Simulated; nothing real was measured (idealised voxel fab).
process module | voxel self aligned contacts
255 nm wide, 5 nm square cells: that's cross-section cut.
When this document writes out a cross-section, it uses a grid of square cells and lists it as bands, beginning at the top and moving down, with a band standing for one or more rows of cells. This entry defines a band. It first specifies the height of the band's top and the height of its bottom in nm, and then specifies the band's materials from left to right, stating each material with its width in nm. The word "everywhere" identifies a single material that fills the band from edge to edge, while the word "air" identifies empty space. Where do heights start? At 0: under that level the wafer as delivered is made of one material only. And the lowest band has no floor; it just carries on downward, as in "0 and below". You'd read "30 to 40" like this: the band's top row of cells is as wide as the first number, its bottom row is as wide as the second, and going down, every row changes width by the same amount as the row before did. A step reported as "identical to before" is a step in which no cell of the cross-section changed. "Closed internal cavities" specifies each empty space that is not open to the top and that occupies no fewer than 8 cells, using the form width x height at distance, the distance measured from the left edge and all three quantities in nm. That trailing text on a step's line, after the settings, is the simulator's own remark on the step. overlay nm: on a step with a mask, how far right of its planned place the mask lay; negative means left.
# Here's what the planned process steps look like
1. RECEIVE [material Si]
2. OXIDIZE [depth nm 5]
3. DIRECTIONAL_DEP [material polySi] [thk nm 30]
4. DIRECTIONAL_DEP [material SiN] [thk nm 25]
5. DIRECTIONAL_DEP [material aC] [thk nm 10]
6. PATTERN [tone cover] [mask id GATE] [material resist] [width nm 30] [pitch nm 75] [thk nm 30] [overlay nm 0]
7. DIRECTIONAL_ETCH [etch materials aC] [depth nm 10]
8. STRIP [etch materials resist]
9. DIRECTIONAL_ETCH [etch materials SiN] [depth nm 25]
10. DIRECTIONAL_ETCH [etch materials polySi] [depth nm 30]
11. STRIP [etch materials aC]
12. CONFORMAL_DEP [material SiN] [thk nm 10]
13. DIRECTIONAL_ETCH [etch materials SiN] [depth nm 10]
14. FILL_DEP [material SiO2] [thk nm 15]
15. CMP [height nm 60]
16. MASKED_ETCH [tone open] [mask id CONTACT] [width nm 55] [etch materials SiO2] [depth nm 65] [overlay nm 0]
17. CONFORMAL_DEP [material TiN] [thk nm 5]
18. FILL_DEP [material W] [thk nm 5]
19. CMP [height nm 60]
20. CONFORMAL_DEP [material SiCN] [thk nm 5]
# Account of the first of two wafers, which was processed as intended
# Received-state cross-section, reflecting completion of step 1
> 0 and below | Si everywhere
> Closed internal cavities: none
# You're looking at a cross-section of the wafer after step 2
> 0 down to -5 | SiO2 everywhere
> below -5: unchanged
# You're looking at a cross-section of the wafer after step 3
> 30 down to 0 | polySi everywhere
> below 0: unchanged
# You're looking at a cross-section of the wafer after step 4
> 55 down to 30 | SiN everywhere
> below 30: unchanged
# You're looking at a cross-section of the wafer after step 5
> 65 down to 55 | aC everywhere
> below 55: unchanged
# You're looking at a cross-section of the wafer after step 6
> 95 down to 65 | 75 nm air  30 nm resist  45 nm air  30 nm resist  75 nm air
> below 65: unchanged
# You're looking at a cross-section of the wafer after step 7
> 85 down to 65 | 75 nm air  30 nm resist  45 nm air  30 nm resist  75 nm air
> 65 down to 55 | 75 nm air  30 nm aC  45 nm air  30 nm aC  75 nm air
> below 55: unchanged
# You're looking at a cross-section of the wafer after step 8
> 65 down to 55 | 75 nm air  30 nm aC  45 nm air  30 nm aC  75 nm air
> below 55: unchanged
# You're looking at a cross-section of the wafer after step 9
> 65 down to 55 | 75 nm air  30 nm aC  45 nm air  30 nm aC  75 nm air
> 55 down to 30 | 75 nm air  30 nm SiN  45 nm air  30 nm SiN  75 nm air
> below 30: unchanged
# You're looking at a cross-section of the wafer after step 10
> 65 down to 55 | 75 nm air  30 nm aC  45 nm air  30 nm aC  75 nm air
> 55 down to 30 | 75 nm air  30 nm SiN  45 nm air  30 nm SiN  75 nm air
> 30 down to 0 | 75 nm air  30 nm polySi  45 nm air  30 nm polySi  75 nm air
> below 0: unchanged
# You're looking at a cross-section of the wafer after step 11
> 55 down to 30 | 75 nm air  30 nm SiN  45 nm air  30 nm SiN  75 nm air
> below 30: unchanged
# You're looking at a cross-section of the wafer after step 12
> 65 down to 30 | 65 nm air  50 nm SiN  25 nm air  50 nm SiN  65 nm air
> 30 down to 10 | 65 nm air  10 nm SiN  30 nm polySi  10 nm SiN  25 nm air  10 nm SiN  30 nm polySi  10 nm SiN  65 nm air
> 10 down to 0 | 75 nm SiN  30 nm polySi  45 nm SiN  30 nm polySi  75 nm SiN
> below 0: unchanged
# You're looking at a cross-section of the wafer after step 13
> 55 down to 30 | 65 nm air  50 nm SiN  25 nm air  50 nm SiN  65 nm air
> 30 down to 0 | 65 nm air  10 nm SiN  30 nm polySi  10 nm SiN  25 nm air  10 nm SiN  30 nm polySi  10 nm SiN  65 nm air
> below 0: unchanged
# You're looking at a cross-section of the wafer after step 14
> 70 down to 55 | SiO2 everywhere
> 55 down to 30 | 65 nm SiO2  50 nm SiN  25 nm SiO2  50 nm SiN  65 nm SiO2
> 30 down to 0 | 65 nm SiO2  10 nm SiN  30 nm polySi  10 nm SiN  25 nm SiO2  10 nm SiN  30 nm polySi  10 nm SiN  65 nm SiO2
> below 0: unchanged
# You're looking at a cross-section of the wafer after step 15
> 60 down to 55 | SiO2 everywhere
> below 55: unchanged
# You're looking at a cross-section of the wafer after step 16
> 60 down to 55 | 100 nm SiO2  55 nm air  100 nm SiO2
> 55 down to 30 | 65 nm SiO2  50 nm SiN  25 nm air  50 nm SiN  65 nm SiO2
> 30 down to 0 | 65 nm SiO2  10 nm SiN  30 nm polySi  10 nm SiN  25 nm air  10 nm SiN  30 nm polySi  10 nm SiN  65 nm SiO2
> 0 down to -5 | 115 nm SiO2  25 nm air  115 nm SiO2
> below -5: unchanged
# You're looking at a cross-section of the wafer after step 17
> 65 down to 60 | 105 nm TiN  45 nm air  105 nm TiN
> 60 down to 55 | 100 nm SiO2  20 nm TiN  15 nm air  20 nm TiN  100 nm SiO2
> 55 down to 30 | 65 nm SiO2  50 nm SiN  5 nm TiN  15 nm air  5 nm TiN  50 nm SiN  65 nm SiO2
> 30 down to 0 | 65 nm SiO2  10 nm SiN  30 nm polySi  10 nm SiN  5 nm TiN  15 nm air  5 nm TiN  10 nm SiN  30 nm polySi  10 nm SiN  65 nm SiO2
> 0 down to -5 | 115 nm SiO2  25 nm TiN  115 nm SiO2
> below -5: unchanged
# You're looking at a cross-section of the wafer after step 18
> 70 down to 65 | W everywhere
> 65 down to 60 | 105 nm TiN  45 nm W  105 nm TiN
> 60 down to 55 | 100 nm SiO2  20 nm TiN  15 nm W  20 nm TiN  100 nm SiO2
> 55 down to 30 | 65 nm SiO2  50 nm SiN  5 nm TiN  15 nm W  5 nm TiN  50 nm SiN  65 nm SiO2
> 30 down to 0 | 65 nm SiO2  10 nm SiN  30 nm polySi  10 nm SiN  5 nm TiN  15 nm W  5 nm TiN  10 nm SiN  30 nm polySi  10 nm SiN  65 nm SiO2
> below 0: unchanged
# You're looking at a cross-section of the wafer after step 19
> 60 down to 55 | 100 nm SiO2  20 nm TiN  15 nm W  20 nm TiN  100 nm SiO2
> below 55: unchanged
# You're looking at a cross-section of the wafer after step 20
> 65 down to 60 | SiCN everywhere
> below 60: unchanged
# Notes, second wafer: start = first wafer's, plan = first wafer's, execution had one mistake; history identical to first through step 15
# Second wafer profile in section, at the moment step 16 of the plan was meant to be complete
> 60 down to 55 | 100 nm air  55 nm SiO2  100 nm air
> 55 down to 30 | 65 nm air  50 nm SiN  25 nm SiO2  50 nm SiN  65 nm air
> 30 down to 0 | 65 nm air  10 nm SiN  30 nm polySi  10 nm SiN  25 nm SiO2  10 nm SiN  30 nm polySi  10 nm SiN  65 nm air
> 0 down to -5 | 65 nm air  125 nm SiO2  65 nm air
> below -5: unchanged
# Second wafer profile in section, at the moment step 17 of the plan was meant to be complete
> 65 down to 60 | 95 nm air  65 nm TiN  95 nm air
> 60 down to 55 | 60 nm air  40 nm TiN  55 nm SiO2  40 nm TiN  60 nm air
> 55 down to 30 | 60 nm air  5 nm TiN  50 nm SiN  25 nm SiO2  50 nm SiN  5 nm TiN  60 nm air
> 30 down to 0 | 60 nm air  5 nm TiN  10 nm SiN  30 nm polySi  10 nm SiN  25 nm SiO2  10 nm SiN  30 nm polySi  10 nm SiN  5 nm TiN  60 nm air
> 0 down to -5 | 65 nm TiN  125 nm SiO2  65 nm TiN
> below -5: unchanged
# Second wafer profile in section, at the moment step 18 of the plan was meant to be complete
> 70 down to 65 | W everywhere
> 65 down to 60 | 95 nm W  65 nm TiN  95 nm W
> 60 down to 55 | 60 nm W  40 nm TiN  55 nm SiO2  40 nm TiN  60 nm W
> 55 down to 30 | 60 nm W  5 nm TiN  50 nm SiN  25 nm SiO2  50 nm SiN  5 nm TiN  60 nm W
> 30 down to 0 | 60 nm W  5 nm TiN  10 nm SiN  30 nm polySi  10 nm SiN  25 nm SiO2  10 nm SiN  30 nm polySi  10 nm SiN  5 nm TiN  60 nm W
> below 0: unchanged
# Second wafer profile in section, at the moment step 19 of the plan was meant to be complete
> 60 down to 55 | 60 nm W  40 nm TiN  55 nm SiO2  40 nm TiN  60 nm W
> below 55: unchanged
# Second wafer profile in section, at the moment step 20 of the plan was meant to be complete
> 65 down to 60 | SiCN everywhere
> below 60: unchanged
Want to know what went wrong? in deviation from the planned setting, step 16 was conducted as MASKED_ETCH [tone cover] [mask id CONTACT] [width nm 55] [etch materials SiO2] [depth nm 65] [overlay nm 0]
Heads up, by the end the second wafer has more or fewer cells of some materials compared to the first: 281 fewer of SiO2, 29 more of TiN, 252 more of W
